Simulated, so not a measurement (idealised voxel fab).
Process module in this document: voxel spacer lines
Cross-sectional view cut (width: 200 nm; square cell size: 5 nm).
The cross-sections in this document take the form of a grid made of square cells. They are written out as bands, in order from top to bottom. Each band consists of one or more rows of cells. First you get the band's top height and its bottom height, in nm, and then the materials it's made of, left to right, with each width in nm. If you see a single material with "edge to edge", that one covers the band edge to edge. "empty" is empty space. Height is counted from the level 0, under which the received wafer is composed throughout of one material. The lowest of the bands is not closed at the bottom but continues downward, in the notation "top 0, no bottom". When a width is written as two numbers, as in "30..40", the first number is the width in the top row of cells of the band and the second is the width in its bottom row, and the width changes by the same amount from each row to the next. No cell of the cross-section changed in a step that is given as "nothing different". Empty spaces without an open route to the top, at least 8 cells in extent, make up the entry "Sealed void listing"; each is given as width x height at distance, where the distance is measured from the left edge, and all are in nm. Step line, after settings: the simulator's comment on this step. Regarding "overlay nm": on a step with a mask, it is the distance the mask lay to the right of its planned place; a negative value places it to the left.

-- The following list gives the planned process steps
1: op RECEIVE | material Si
2: op CONFORMAL_DEP | material Al2O3 | thk nm 5
3: op DIRECTIONAL_DEP | material TiN | thk nm 20
4: op DIRECTIONAL_DEP | material polySi | thk nm 20
5: op PATTERN | tone cover | mask id MANDREL | material resist | width nm 20 | pitch nm 70 | thk nm 25 | overlay nm 0
6: op DIRECTIONAL_ETCH | etch materials polySi | depth nm 20
7: op STRIP | etch materials resist
8: op CONFORMAL_DEP | material SiO2 | thk nm 15
9: op DIRECTIONAL_ETCH | etch materials SiO2 | depth nm 15
10: op STRIP | etch materials polySi
11: op DIRECTIONAL_ETCH | etch materials TiN | depth nm 20
12: op STRIP | etch materials SiO2

-- Shown in cross-section is the wafer as received, that is, as it stands after step 1
* top 0, no bottom = Si edge to edge
* Sealed void listing: none

-- End-of-module XS, first of two wafers, run as planned
* top 25, bottom 5 = 40 empty  15 TiN  20 empty  15 TiN  20 empty  15 TiN  20 empty  15 TiN  40 empty
* top 5, bottom 0 = Al2O3 edge to edge
* top 0, no bottom = Si edge to edge
* Sealed void listing: none

-- Cross-section of the latter of the two wafers at module completion. It had an identical start and an identical plan to the former; in running it, one mistake was made
* top 25, bottom 5 = 40 empty  50 TiN  20 empty  50 TiN  40 empty
* top 5, bottom 0 = Al2O3 edge to edge
* top 0, no bottom = Si edge to edge
* Sealed void listing: none
Run error: plan vs actual: 10 and 11 interchanged
Count the cells at the end and the second wafer has more or fewer of some materials than the first: TiN +32
